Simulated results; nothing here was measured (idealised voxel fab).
process module | voxel wiring stack
cross-section cut | 220 nm wide | cells 5 nm
A cross-section is a grid of square cells, given in bands from the top down. A band is one or more rows of cells.
Each band's line starts with the height of the band's top and of its bottom, in nm. Then come its materials from left to right, each with its width in nm. One material with "throughout" fills the band from edge to edge. "air" is empty space.
Height 0 is the level under which the wafer as received is all one material. The lowest band goes on downwards, as in "0 down".
A width such as "30 to 40" changes by the same amount from each row of cells to the next, from the band's top row to its bottom row.
"no change" after a step means that no cell of the cross-section changed.
closed voids: empty space of 8 cells or more with no open way to the top, each as width x height at its distance from the left edge, in nm
after a step's settings: what the simulator itself notes on the step
overlay nm, on a step with a mask: how far to the right of its planned place the mask lay; to the left if negative
plan
1 op RECEIVE | material Si
2 op CONFORMAL_DEP | material SiO2 | thk nm 15
3 op CONFORMAL_DEP | material SiCN | thk nm 5
4 op DIRECTIONAL_DEP | material lowk | thk nm 15
5 op PATTERN | tone open | mask id METAL_1 | material resist | width nm 25 | pitch nm 45 | thk nm 15 | overlay nm 0
6 op DIRECTIONAL_ETCH | etch materials lowk | depth nm 15
7 op DIRECTIONAL_ETCH | etch materials SiCN | depth nm 5
8 op STRIP | etch materials resist
9 op CONFORMAL_DEP | material TiN | thk nm 5
10 op FILL_DEP | material Cu | thk nm 10
11 op CMP | height nm 35
12 op EPI | material Ru | thk nm 5
13 op FILL_DEP | material SiCN | thk nm 5
14 op DIRECTIONAL_DEP | material lowk | thk nm 20
15 op PATTERN | tone open | mask id PLUG_1 | material resist | width nm 15 | thk nm 20 | overlay nm 0
16 op DIRECTIONAL_ETCH | etch materials lowk | depth nm 20
17 op DIRECTIONAL_ETCH | etch materials SiCN | depth nm 5
18 op STRIP | etch materials resist
19 op CONFORMAL_DEP | material TiN | thk nm 5
20 op FILL_DEP | material Cu | thk nm 10
21 op CMP | height nm 65
22 op CONFORMAL_DEP | material SiCN | thk nm 5
23 op DIRECTIONAL_DEP | material lowk | thk nm 10
24 op PATTERN | tone open | mask id METAL_2 | material resist | width nm 25 | pitch nm 45 | thk nm 15 | overlay nm 0
25 op DIRECTIONAL_ETCH | etch materials lowk | depth nm 20
26 op DIRECTIONAL_ETCH | etch materials SiCN | depth nm 5
27 op STRIP | etch materials resist
28 op CONFORMAL_DEP | material TiN | thk nm 5
29 op FILL_DEP | material Cu | thk nm 5
30 op CMP | height nm 90
31 op EPI | material Ru | thk nm 5
32 op FILL_DEP | material SiCN | thk nm 5
33 op DIRECTIONAL_DEP | material SiO2 | thk nm 30
34 op PATTERN | tone open | mask id METAL_3_HOLES | material resist | width nm 15 | thk nm 20 | overlay nm 0
35 op DIRECTIONAL_ETCH | etch materials SiO2 | depth nm 30
36 op STRIP | etch materials resist
37 op PATTERN | tone open | mask id METAL_3 | material resist | width nm 25 | pitch nm 45 | thk nm 20 | overlay nm 0
38 op DIRECTIONAL_ETCH | etch materials SiO2 | depth nm 15
39 op DIRECTIONAL_ETCH | etch materials SiCN | depth nm 5
40 op STRIP | etch materials resist
41 op CONFORMAL_DEP | material TiN | thk nm 5
42 op FILL_DEP | material Cu | thk nm 10
43 op CMP | height nm 130
44 op CONFORMAL_DEP | material SiCN | thk nm 5
45 op DIRECTIONAL_DEP | material lowk | thk nm 30
46 op PATTERN | tone open | mask id METAL_4 | material resist | width nm 25 | pitch nm 45 | thk nm 15 | overlay nm 0
47 op DIRECTIONAL_ETCH | etch materials lowk | depth nm 15
48 op STRIP | etch materials resist
49 op PATTERN | tone open | mask id METAL_4_HOLES | material resist | width nm 15 | pitch nm 45 | thk nm 15 | overlay nm 0
50 op DIRECTIONAL_ETCH | etch materials lowk | depth nm 15
51 op DIRECTIONAL_ETCH | etch materials SiCN | depth nm 5
52 op STRIP | etch materials resist
53 op CONFORMAL_DEP | material TiN | thk nm 5
54 op FILL_DEP | material Cu | thk nm 5
55 op CMP | height nm 165
56 op CONFORMAL_DEP | material SiCN | thk nm 5
varied across the wafers: thk nm of step 23. The plan shows the first wafer's value. All wafers start alike
first wafer as received, after step 1
  0 down: Si throughout
  closed voids: none
each wafer at the end: cells of each material gained (+) or lost (-) since it was received, then its closed voids
thk nm 10 | +120 Cu | +58 Ru | +262 SiCN | +357 SiO2 | +149 TiN | +550 lowk | closed voids: none
thk nm 15 | +82 Cu | +58 Ru | +262 SiCN | +357 SiO2 | +153 TiN | +584 lowk | closed voids: none
thk nm 20 | +82 Cu | +28 Ru | +292 SiCN | +357 SiO2 | +119 TiN | +618 lowk | closed voids: none
thk nm 25 | +70 Cu | +28 Ru | +302 SiCN | +357 SiO2 | +111 TiN | +628 lowk | closed voids: none
thk nm 30 | +64 Cu | +28 Ru | +302 SiCN | +357 SiO2 | +107 TiN | +638 lowk | closed voids: none
thk nm 35 | +58 Cu | +28 Ru | +302 SiCN | +357 SiO2 | +103 TiN | +648 lowk | closed voids: none
